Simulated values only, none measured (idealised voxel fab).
The following is a process module called voxel quadruple lines.
In the cross-section labelled cut, the width is 175 nm and each square cell is 5 nm.
How to read a cross-section here: the picture is a grid of square cells, written as bands going from the top down, and any band can span one or more rows of cells.
It is stipulated that each band's entry specify, in nanometres, the height of the top of the band and then that of its bottom, followed by the materials of the band in left-to-right sequence, each together with its width in nanometres. A single material marked by the word "all across" is understood to fill the band from edge to edge; the word "blank" is understood to denote empty space.
Beneath 0, the wafer as received is one material, and that level is where height counting begins. The lowest band goes on downward without a bottom; it is written like "top 0, no bottom".
The width entry "30 to 40" should be interpreted row by row: the top row of cells in the band takes the first number, the bottom row takes the second number, and the change between adjacent rows is uniform throughout.
No cell of the cross-section changed in a step that is given as "changes: none".
Closed empty spaces (no open way to the top) of 8 cells or more are what "Enclosed void entries" lists, each as width x height at distance from the left edge, nm for all three.
Where a step's line continues beyond its settings, the continuation is a remark by the simulator itself on that step.
overlay nm: right-of-plan distance of the mask on a masked step; negative values mean left-of-plan.
-- Intended process steps
1,RECEIVE,material Si
2,CONFORMAL_DEP,material SiO2,thk nm 5
3,DIRECTIONAL_DEP,material W,thk nm 15
4,DIRECTIONAL_DEP,material polySi,thk nm 15
5,DIRECTIONAL_DEP,material aC,thk nm 20
6,PATTERN,tone cover,mask id MANDREL,material resist,width nm 25,thk nm 30,overlay nm 0
7,DIRECTIONAL_ETCH,etch materials aC,depth nm 20
8,STRIP,etch materials resist
9,CONFORMAL_DEP,material SiO2,thk nm 15
10,DIRECTIONAL_ETCH,etch materials SiO2,depth nm 15
11,STRIP,etch materials aC
12,DIRECTIONAL_ETCH,etch materials polySi,depth nm 15
13,STRIP,etch materials SiO2
14,CONFORMAL_DEP,material SiCN,thk nm 5
15,DIRECTIONAL_ETCH,etch materials SiCN,depth nm 5
16,STRIP,etch materials polySi
17,DIRECTIONAL_ETCH,etch materials W,depth nm 15
18,STRIP,etch materials SiCN
19,FILL_DEP,material SiO2,thk nm 5
20,CMP,height nm 20
-- Delivered wafer in cross-section: state after step 1
top 0, no bottom | Si all across
Enclosed void entries: none
-- End-of-module cross-section. Starting structure and process plan as above; one mistake made in running it
top 20, bottom 5 | SiO2 70 nm  W 5 nm  SiO2 25 nm  W 5 nm  SiO2 70 nm
top 5, bottom 0 | SiO2 all across
top 0, no bottom | Si all across
Enclosed void entries: none
Deviation from plan: step 6 was not run as planned; what actually ran was PATTERN,tone open,mask id MANDREL,material resist,width nm 25,thk nm 30,overlay nm 0
